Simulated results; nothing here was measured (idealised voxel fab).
process module | voxel capacitor over wiring
The cross-section shown here is cut; it is 185 nm wide and divided into square cells measuring 5 nm on a side.
A cross-section is written here as square cells arranged in a grid, and it is given in bands from the top down, each band taking up one or more rows of cells.
Look at the band entry: it leads with the top's height and the bottom's height in nm. Then it lists the materials left to right, with a width in nm for each. The word "full width" on a single material says that material fills the band edge to edge. The word "blank" is empty space.
Convention: height 0 is the level below which the wafer, as received, is all one material. The lowest band does not terminate at the bottom but continues downward, represented as "0 nm and below".
You'd read "30..40" like this: the band's top row of cells is as wide as the first number, its bottom row is as wide as the second, and going down, every row changes width by the same amount as the row before did.
A step reported as "stayed the same" is a step in which no cell of the cross-section changed.
Closed-off voids of 8+ cells (no open route to the top) go in "Enclosed voids", written width x height at distance from the left edge, in nm.
Read whatever lies past the settings on a step's line as the simulator's own remark about the step.
Regarding "overlay nm": on a step with a mask, it is the distance the mask lay to the right of its planned place; a negative value places it to the left.
[Planned step list for the process]
- 1: RECEIVE (material Si)
- 2: CONFORMAL_DEP (material SiO2; thk nm 15)
- 3: DIRECTIONAL_DEP (material TiN; thk nm 5)
- 4: DIRECTIONAL_DEP (material Ru; thk nm 15)
- 5: MASKED_ETCH (tone cover; mask id METAL_1; width nm 30; pitch nm 100; etch materials Ru; depth nm 15; overlay nm 0)
- 6: MASKED_ETCH (tone cover; mask id METAL_1; width nm 30; pitch nm 100; etch materials TiN; depth nm 5; overlay nm 0)
- 7: FILL_DEP (material SiO2; thk nm 5)
- 8: CMP (height nm 35)
- 9: CONFORMAL_DEP (material SiCN; thk nm 5)
- 10: DIRECTIONAL_DEP (material lowk; thk nm 15)
- 11: DIRECTIONAL_DEP (material aC; thk nm 15)
- 12: PATTERN (tone open; mask id PLUG_1; material resist; width nm 15; thk nm 35; overlay nm 0)
- 13: DIRECTIONAL_ETCH (etch materials aC; depth nm 15)
- 14: STRIP (etch materials resist)
- 15: DIRECTIONAL_ETCH (etch materials lowk; depth nm 15)
- 16: DIRECTIONAL_ETCH (etch materials SiCN; depth nm 5)
- 17: STRIP (etch materials aC)
- 18: CONFORMAL_DEP (material TiN; thk nm 5)
- 19: FILL_DEP (material Cu; thk nm 5)
- 20: CMP (height nm 55)
- 21: DIRECTIONAL_DEP (material TiN; thk nm 10)
- 22: DIRECTIONAL_DEP (material HfO2; thk nm 5)
- 23: DIRECTIONAL_DEP (material TiN; thk nm 5)
- 24: DIRECTIONAL_DEP (material aC; thk nm 10)
- 25: PATTERN (tone cover; mask id UPPER_PLATE; material resist; width nm 75; thk nm 30; overlay nm 0)
- 26: DIRECTIONAL_ETCH (etch materials aC; depth nm 10)
- 27: STRIP (etch materials resist)
- 28: DIRECTIONAL_ETCH (etch materials TiN; depth nm 5)
- 29: DIRECTIONAL_ETCH (etch materials HfO2; depth nm 5)
- 30: STRIP (etch materials aC)
- 31: DIRECTIONAL_DEP (material aC; thk nm 15)
- 32: PATTERN (tone cover; mask id LOWER_PLATE; material resist; width nm 85; thk nm 30; overlay nm 0)
- 33: DIRECTIONAL_ETCH (etch materials aC; depth nm 15)
- 34: STRIP (etch materials resist)
- 35: DIRECTIONAL_ETCH (etch materials TiN; depth nm 10)
- 36: STRIP (etch materials aC)
- 37: FILL_DEP (material SiO2; thk nm 20)
- 38: CMP (height nm 90)
- 39: MASKED_ETCH (tone open; mask id PLUG_2; width nm 15; etch materials SiO2; depth nm 15; overlay nm 0)
- 40: CONFORMAL_DEP (material TiN; thk nm 5)
- 41: FILL_DEP (material Ru; thk nm 5)
- 42: CMP (height nm 90)
- 43: CONFORMAL_DEP (material SiCN; thk nm 5)
[Cross-section of the incoming wafer, state after step 1]
0 nm and below | Si full width
Enclosed voids: none
[Wafer cross-section at end of module: start and plan as shown above, one execution error]
95 nm to 90 nm | SiCN full width
90 nm to 80 nm | SiO2=50, TiN=5, Ru=5, TiN=5, SiO2=120
80 nm to 75 nm | SiO2=50, TiN=15, SiO2=120
75 nm to 70 nm | SiO2 full width
70 nm to 65 nm | SiO2=40, HfO2=75, SiO2=70
65 nm to 55 nm | SiO2=35, TiN=85, SiO2=65
55 nm to 40 nm | lowk=40, TiN=5, Cu=5, TiN=5, lowk=130
40 nm to 35 nm | SiCN=40, TiN=15, SiCN=130
35 nm to 20 nm | SiO2=25, Ru=30, SiO2=70, Ru=30, SiO2=30
20 nm to 15 nm | SiO2=25, TiN=30, SiO2=70, TiN=30, SiO2=30
15 nm to 0 nm | SiO2 full width
0 nm and below | Si full width
Enclosed voids: none
Short version of what went wrong: the plan's step 23 was left out and never carried out
